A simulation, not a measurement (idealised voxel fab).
process module | voxel lift off
cross-section cut | 300 nm wide | cells 5 nm
A cross-section is a grid of square cells, given in bands from the top down. A band is one or more rows of cells.
Each band's line starts with the height of the band's top and of its bottom, in nm. Then come its materials from left to right, each with its width in nm. One material with "throughout" fills the band from edge to edge. "air" is empty space.
Height 0 is the level under which the wafer as received is all one material. The lowest band goes on downwards, as in "0 down".
A width such as "30 to 40" changes by the same amount from each row of cells to the next, from the band's top row to its bottom row.
"no change" after a step means that no cell of the cross-section changed.
closed voids: empty space of 8 cells or more with no open way to the top, each as width x height at its distance from the left edge, in nm
after a step's settings: what the simulator itself notes on the step
overlay nm, on a step with a mask: how far to the right of its planned place the mask lay; to the left if negative
plan
1 op RECEIVE | material Si
2 op CONFORMAL_DEP | material SiN | thk nm 15
3 op PATTERN | tone open | mask id LINES | material resist | width nm 30 | pitch nm 60 | thk nm 20 | overlay nm 0
4 op DIRECTIONAL_DEP | material Ru | thk nm 10
5 op STRIP | etch materials resist
6 op CONFORMAL_DEP | material SiCN | thk nm 10
first wafer, as planned
as received, after step 1
  0 down: Si throughout
  closed voids: none
after step 2
  15 to 0: SiN throughout
  below 0: unchanged
after step 3
  35 to 15: resist 75 | air 30 | resist 30 | air 30 | resist 30 | air 30 | resist 75
  below 15: unchanged
after step 4
  45 to 35: Ru 75 | air 30 | Ru 30 | air 30 | Ru 30 | air 30 | Ru 75
  35 to 25: resist 75 | air 30 | resist 30 | air 30 | resist 30 | air 30 | resist 75
  25 to 15: resist 75 | Ru 30 | resist 30 | Ru 30 | resist 30 | Ru 30 | resist 75
  below 15: unchanged
after step 5
  25 to 15: air 75 | Ru 30 | air 30 | Ru 30 | air 30 | Ru 30 | air 75
  below 15: unchanged
after step 6
  35 to 25: air 65 | SiCN 50 | air 10 | SiCN 50 | air 10 | SiCN 50 | air 65
  25 to 15: SiCN 75 | Ru 30 | SiCN 30 | Ru 30 | SiCN 30 | Ru 30 | SiCN 75
  below 15: unchanged
second wafer: like start, like plan, one mistake. Through step 2 it matches the first wafer
when step 3 should have ended
  35 to 15: resist 65 | air 30 | resist 30 | air 30 | resist 30 | air 30 | resist 85
  below 15: unchanged
when step 4 should have ended
  45 to 35: Ru 65 | air 30 | Ru 30 | air 30 | Ru 30 | air 30 | Ru 85
  35 to 25: resist 65 | air 30 | resist 30 | air 30 | resist 30 | air 30 | resist 85
  25 to 15: resist 65 | Ru 30 | resist 30 | Ru 30 | resist 30 | Ru 30 | resist 85
  below 15: unchanged
when step 5 should have ended
  25 to 15: air 65 | Ru 30 | air 30 | Ru 30 | air 30 | Ru 30 | air 85
  below 15: unchanged
when step 6 should have ended
  35 to 25: air 55 | SiCN 50 | air 10 | SiCN 50 | air 10 | SiCN 50 | air 75
  25 to 15: SiCN 65 | Ru 30 | SiCN 30 | Ru 30 | SiCN 30 | Ru 30 | SiCN 85
  below 15: unchanged
what went wrong: step 3 ran as: op PATTERN | tone open | mask id LINES | material resist | width nm 30 | pitch nm 60 | thk nm 20 | overlay nm -10
at the end the second wafer has, in cells: as many of each material as the first, in other places
